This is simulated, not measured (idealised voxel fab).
A process module follows: voxel double patterning.
The cross-section on display is named cut; it measures 255 nm wide, and its cells are 5 nm squares.
Cross-section layout: square cells on a grid; listed as bands, top to bottom; a band spans one or more cell rows. It is stipulated that each band's entry specify, in nanometres, the height of the top of the band and then that of its bottom, followed by the materials of the band in left-to-right sequence, each together with its width in nanometres. A single material marked by the word "everywhere" is understood to fill the band from edge to edge; the word "empty" is understood to denote empty space. We count height from 0. Below that, the starting wafer is all one material. The lowest band never ends at the bottom but goes on down; see "0 and below" for how that is written. The two numbers in a width such as "30 to 40" mark its ends across the band: the first belongs to the top row of cells, the second to the bottom row, and from each row to the next the width moves by the same amount. "no alterations made" -> step changed no cross-section cell. Empty spaces without an open route to the top, at least 8 cells in extent, make up the entry "Catalogued sealed voids"; each is given as width x height at distance, where the distance is measured from the left edge, and all are in nm. Text after the settings on a step's line: the simulator's own remark on that step. "overlay nm" answers the question of how far to the right of plan the mask lay on a step that has a mask, and when it is negative the answer is to the left.
## Steps in the process plan
1,op RECEIVE | material Si
2,op CONFORMAL_DEP | material SiN | thk nm 5
3,op DIRECTIONAL_DEP | material SiO2 | thk nm 10
4,op DIRECTIONAL_DEP | material SiCN | thk nm 10
5,op MASKED_ETCH | tone open | mask id FIRST | width nm 15 | pitch nm 50 | etch materials SiCN | depth nm 10 | overlay nm 0
6,op DIRECTIONAL_DEP | material aC | thk nm 10
7,op PATTERN | tone open | mask id SECOND | material resist | width nm 15 | pitch nm 50 | thk nm 25 | overlay nm 0
8,op DIRECTIONAL_ETCH | etch materials aC | depth nm 10
9,op STRIP | etch materials resist
10,op DIRECTIONAL_ETCH | etch materials SiCN | depth nm 10
11,op STRIP | etch materials aC
12,op DIRECTIONAL_ETCH | etch materials SiO2 | depth nm 10
13,op STRIP | etch materials SiCN
## The first of a set of two wafers, run to plan
## Incoming wafer in cross-section (state: after step 1)
0 and below  Si everywhere
Catalogued sealed voids: none
## The following cross-section depicts the wafer upon completion of step 2
5 down to 0  SiN everywhere
No changes below 0.
## The following cross-section depicts the wafer upon completion of step 3
15 down to 5  SiO2 everywhere
No changes below 5.
## The following cross-section depicts the wafer upon completion of step 4
25 down to 15  SiCN everywhere
No changes below 15.
## The following cross-section depicts the wafer upon completion of step 5
25 down to 15  SiCN=70  empty=15  SiCN=35  empty=15  SiCN=35  empty=15  SiCN=70
No changes below 15.
## The following cross-section depicts the wafer upon completion of step 6
35 down to 25  aC=70  empty=15  aC=35  empty=15  aC=35  empty=15  aC=70
25 down to 15  SiCN=70  aC=15  SiCN=35  aC=15  SiCN=35  aC=15  SiCN=70
No changes below 15.
## The following cross-section depicts the wafer upon completion of step 7
60 down to 35  resist=95  empty=15  resist=35  empty=15  resist=95
35 down to 25  aC=70  resist=15  aC=35  resist=15  aC=35  resist=15  aC=70
No changes below 25.
## The following cross-section depicts the wafer upon completion of step 8
50 down to 35  resist=95  empty=15  resist=35  empty=15  resist=95
35 down to 25  aC=70  resist=15  aC=10  empty=15  aC=10  resist=15  aC=10  empty=15  aC=10  resist=15  aC=70
No changes below 25.
## The following cross-section depicts the wafer upon completion of step 9
35 down to 25  aC=70  empty=15  aC=10  empty=15  aC=10  empty=15  aC=10  empty=15  aC=10  empty=15  aC=70
No changes below 25.
## The following cross-section depicts the wafer upon completion of step 10
35 down to 25  aC=70  empty=15  aC=10  empty=15  aC=10  empty=15  aC=10  empty=15  aC=10  empty=15  aC=70
25 down to 15  SiCN=70  aC=15  SiCN=10  empty=15  SiCN=10  aC=15  SiCN=10  empty=15  SiCN=10  aC=15  SiCN=70
No changes below 15.
## The following cross-section depicts the wafer upon completion of step 11
25 down to 15  SiCN=70  empty=15  SiCN=10  empty=15  SiCN=10  empty=15  SiCN=10  empty=15  SiCN=10  empty=15  SiCN=70
No changes below 15.
## The following cross-section depicts the wafer upon completion of step 12
25 down to 15  SiCN=70  empty=15  SiCN=10  empty=15  SiCN=10  empty=15  SiCN=10  empty=15  SiCN=10  empty=15  SiCN=70
15 down to 5  SiO2=70  empty=15  SiO2=10  empty=15  SiO2=10  empty=15  SiO2=10  empty=15  SiO2=10  empty=15  SiO2=70
No changes below 5.
## The following cross-section depicts the wafer upon completion of step 13
15 down to 5  SiO2=70  empty=15  SiO2=10  empty=15  SiO2=10  empty=15  SiO2=10  empty=15  SiO2=10  empty=15  SiO2=70
No changes below 5.
## It is to be noted that the second wafer proceeded from the same initial state and according to the same plan as the first, although one mistake was committed in its execution; through step 1, inclusive, the two wafers share an identical history
## Cross-section, second wafer, at the end time the plan gives for step 2
10 down to 0  SiO2 everywhere
No changes below 0.
## Cross-section, second wafer, at the end time the plan gives for step 3
15 down to 10  SiN everywhere
No changes below 10.
## Cross-section, second wafer, at the end time the plan gives for step 4
25 down to 15  SiCN everywhere
No changes below 15.
## Cross-section, second wafer, at the end time the plan gives for step 5
25 down to 15  SiCN=70  empty=15  SiCN=35  empty=15  SiCN=35  empty=15  SiCN=70
No changes below 15.
## Cross-section, second wafer, at the end time the plan gives for step 6
35 down to 25  aC=70  empty=15  aC=35  empty=15  aC=35  empty=15  aC=70
25 down to 15  SiCN=70  aC=15  SiCN=35  aC=15  SiCN=35  aC=15  SiCN=70
No changes below 15.
## Cross-section, second wafer, at the end time the plan gives for step 7
60 down to 35  resist=95  empty=15  resist=35  empty=15  resist=95
35 down to 25  aC=70  resist=15  aC=35  resist=15  aC=35  resist=15  aC=70
No changes below 25.
## Cross-section, second wafer, at the end time the plan gives for step 8
50 down to 35  resist=95  empty=15  resist=35  empty=15  resist=95
35 down to 25  aC=70  resist=15  aC=10  empty=15  aC=10  resist=15  aC=10  empty=15  aC=10  resist=15  aC=70
No changes below 25.
## Cross-section, second wafer, at the end time the plan gives for step 9
35 down to 25  aC=70  empty=15  aC=10  empty=15  aC=10  empty=15  aC=10  empty=15  aC=10  empty=15  aC=70
No changes below 25.
## Cross-section, second wafer, at the end time the plan gives for step 10
35 down to 25  aC=70  empty=15  aC=10  empty=15  aC=10  empty=15  aC=10  empty=15  aC=10  empty=15  aC=70
25 down to 15  SiCN=70  aC=15  SiCN=10  empty=15  SiCN=10  aC=15  SiCN=10  empty=15  SiCN=10  aC=15  SiCN=70
No changes below 15.
## Cross-section, second wafer, at the end time the plan gives for step 11
25 down to 15  SiCN=70  empty=15  SiCN=10  empty=15  SiCN=10  empty=15  SiCN=10  empty=15  SiCN=10  empty=15  SiCN=70
No changes below 15.
Cross-section, second wafer, at the end time the plan gives for step 12: no alterations made
## Cross-section, second wafer, at the end time the plan gives for step 13
15 down to 10  SiN everywhere
No changes below 10.
Diagnosis: plan vs actual: 2 and 3 interchanged
The second wafer ends with more or fewer cells of some materials than the first, per final count: SiO2: 30 more
